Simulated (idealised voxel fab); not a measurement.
Name of the process module below: voxel plated lines
For reference, the cross-section in this document is cut, with width 260 nm and square cells of 5 nm.
Notation: cross-section as square-cell grid; stated in bands, top first, going down; one or more cell rows per band.
Read a band's entry like this: the first values are the height of its top and the height of its bottom in nm, and what follows is the sequence of materials from left to right, each with its width in nm. Note that "empty" is empty space, and that a single material marked "throughout" reaches across the band from edge to edge.
Below 0: as-received wafer, all one material; heights counted from there. Lowest band: no bottom, goes on down, written "z 0 and below".
The notation "30..40" denotes a width that varies across the rows of cells in the band, beginning at the first number in the top row, finishing at the second number in the bottom row, and changing by an identical amount from each row to the next.
"left unchanged" (step): cross-section cells unchanged, all of them.
For the entry "Voids lacking openings", the listed items are empty spaces with no open way to the top whose size is 8 cells or more; each item follows the pattern width x height at distance, where distance is from the left edge and all three are in nm.
Formally, on a step line, whatever follows the settings is a remark that the simulator itself makes on the step.
A step line may carry the setting "overlay nm", which, for steps involving a mask, states the distance by which the mask lay to the right of its intended position; negative values denote displacement to the left.

THE PLANNED PROCESS STEPS ARE ENUMERATED HEREUNDER
- 1: RECEIVE,material Si
- 2: CONFORMAL_DEP,material SiN,thk nm 15
- 3: DIRECTIONAL_DEP,material TiN,thk nm 5
- 4: PATTERN,tone open,mask id LINES,material resist,width nm 15,pitch nm 30,thk nm 15,overlay nm 0
- 5: EPI,material Ru,thk nm 10
- 6: STRIP,etch materials resist
- 7: DIRECTIONAL_ETCH,etch materials TiN,depth nm 5
- 8: CONFORMAL_DEP,material SiCN,thk nm 10

THE FIRST OF THE TWO WAFERS, WHICH RAN AS PLANNED

AS-RECEIVED STATE OF THE WAFER IN CROSS-SECTION, EQUIVALENT TO POST-STEP 1
    z 0 and below = Si throughout
    Voids lacking openings: none

ONCE STEP 2 IS THROUGH, THE WAFER LOOKS LIKE THIS IN CROSS-SECTION
    z 15 to 0 = SiN throughout
    All layers under 0 are left as they were.

ONCE STEP 3 IS THROUGH, THE WAFER LOOKS LIKE THIS IN CROSS-SECTION
    z 20 to 15 = TiN throughout
    All layers under 15 are left as they were.

ONCE STEP 4 IS THROUGH, THE WAFER LOOKS LIKE THIS IN CROSS-SECTION
    z 35 to 20 = 90 resist, then 15 empty, then 15 resist, then 15 empty, then 15 resist, then 15 empty, then 95 resist
    All layers under 20 are left as they were.

ONCE STEP 5 IS THROUGH, THE WAFER LOOKS LIKE THIS IN CROSS-SECTION
    z 35 to 30 = 90 resist, then 15 empty, then 15 resist, then 15 empty, then 15 resist, then 15 empty, then 95 resist
    z 30 to 20 = 90 resist, then 15 Ru, then 15 resist, then 15 Ru, then 15 resist, then 15 Ru, then 95 resist
    All layers under 20 are left as they were.

ONCE STEP 6 IS THROUGH, THE WAFER LOOKS LIKE THIS IN CROSS-SECTION
    z 30 to 20 = 90 empty, then 15 Ru, then 15 empty, then 15 Ru, then 15 empty, then 15 Ru, then 95 empty
    All layers under 20 are left as they were.

ONCE STEP 7 IS THROUGH, THE WAFER LOOKS LIKE THIS IN CROSS-SECTION
    z 30 to 20 = 90 empty, then 15 Ru, then 15 empty, then 15 Ru, then 15 empty, then 15 Ru, then 95 empty
    z 20 to 15 = 90 empty, then 15 TiN, then 15 empty, then 15 TiN, then 15 empty, then 15 TiN, then 95 empty
    All layers under 15 are left as they were.

ONCE STEP 8 IS THROUGH, THE WAFER LOOKS LIKE THIS IN CROSS-SECTION
    z 40 to 30 = 80 empty, then 95 SiCN, then 85 empty
    z 30 to 25 = 80 empty, then 10 SiCN, then 15 Ru, then 15 SiCN, then 15 Ru, then 15 SiCN, then 15 Ru, then 10 SiCN, then 85 empty
    z 25 to 20 = 90 SiCN, then 15 Ru, then 15 SiCN, then 15 Ru, then 15 SiCN, then 15 Ru, then 95 SiCN
    z 20 to 15 = 90 SiCN, then 15 TiN, then 15 SiCN, then 15 TiN, then 15 SiCN, then 15 TiN, then 95 SiCN
    All layers under 15 are left as they were.

THE REMAINING WAFER, SECOND OF THE TWO, STARTED LIKE THE FIRST AND WAS RUN TO THE SAME PLAN, EXCEPT THAT ONE MISTAKE WAS MADE ALONG THE WAY; THE TWO COINCIDE THROUGH STEP 3, INCLUSIVE

SECOND WAFER SHOWN IN CROSS-SECTION AT THE TIME STEP 4 WAS SLATED TO END
    z 35 to 20 = 85 resist, then 15 empty, then 15 resist, then 15 empty, then 15 resist, then 15 empty, then 100 resist
    All layers under 20 are left as they were.

SECOND WAFER SHOWN IN CROSS-SECTION AT THE TIME STEP 5 WAS SLATED TO END
    z 35 to 30 = 85 resist, then 15 empty, then 15 resist, then 15 empty, then 15 resist, then 15 empty, then 100 resist
    z 30 to 20 = 85 resist, then 15 Ru, then 15 resist, then 15 Ru, then 15 resist, then 15 Ru, then 100 resist
    All layers under 20 are left as they were.

SECOND WAFER SHOWN IN CROSS-SECTION AT THE TIME STEP 6 WAS SLATED TO END
    z 30 to 20 = 85 empty, then 15 Ru, then 15 empty, then 15 Ru, then 15 empty, then 15 Ru, then 100 empty
    All layers under 20 are left as they were.

SECOND WAFER SHOWN IN CROSS-SECTION AT THE TIME STEP 7 WAS SLATED TO END
    z 30 to 20 = 85 empty, then 15 Ru, then 15 empty, then 15 Ru, then 15 empty, then 15 Ru, then 100 empty
    z 20 to 15 = 85 empty, then 15 TiN, then 15 empty, then 15 TiN, then 15 empty, then 15 TiN, then 100 empty
    All layers under 15 are left as they were.

SECOND WAFER SHOWN IN CROSS-SECTION AT THE TIME STEP 8 WAS SLATED TO END
    z 40 to 30 = 75 empty, then 95 SiCN, then 90 empty
    z 30 to 25 = 75 empty, then 10 SiCN, then 15 Ru, then 15 SiCN, then 15 Ru, then 15 SiCN, then 15 Ru, then 10 SiCN, then 90 empty
    z 25 to 20 = 85 SiCN, then 15 Ru, then 15 SiCN, then 15 Ru, then 15 SiCN, then 15 Ru, then 100 SiCN
    z 20 to 15 = 85 SiCN, then 15 TiN, then 15 SiCN, then 15 TiN, then 15 SiCN, then 15 TiN, then 100 SiCN
    All layers under 15 are left as they were.
Error vs. plan: it should be noted that step 4 was executed with settings other than those planned, the operation and settings actually applied being PATTERN,tone open,mask id LINES,material resist,width nm 15,pitch nm 30,thk nm 15,overlay nm -5
End check, second vs first wafer: material counts in cells match, positions do not.
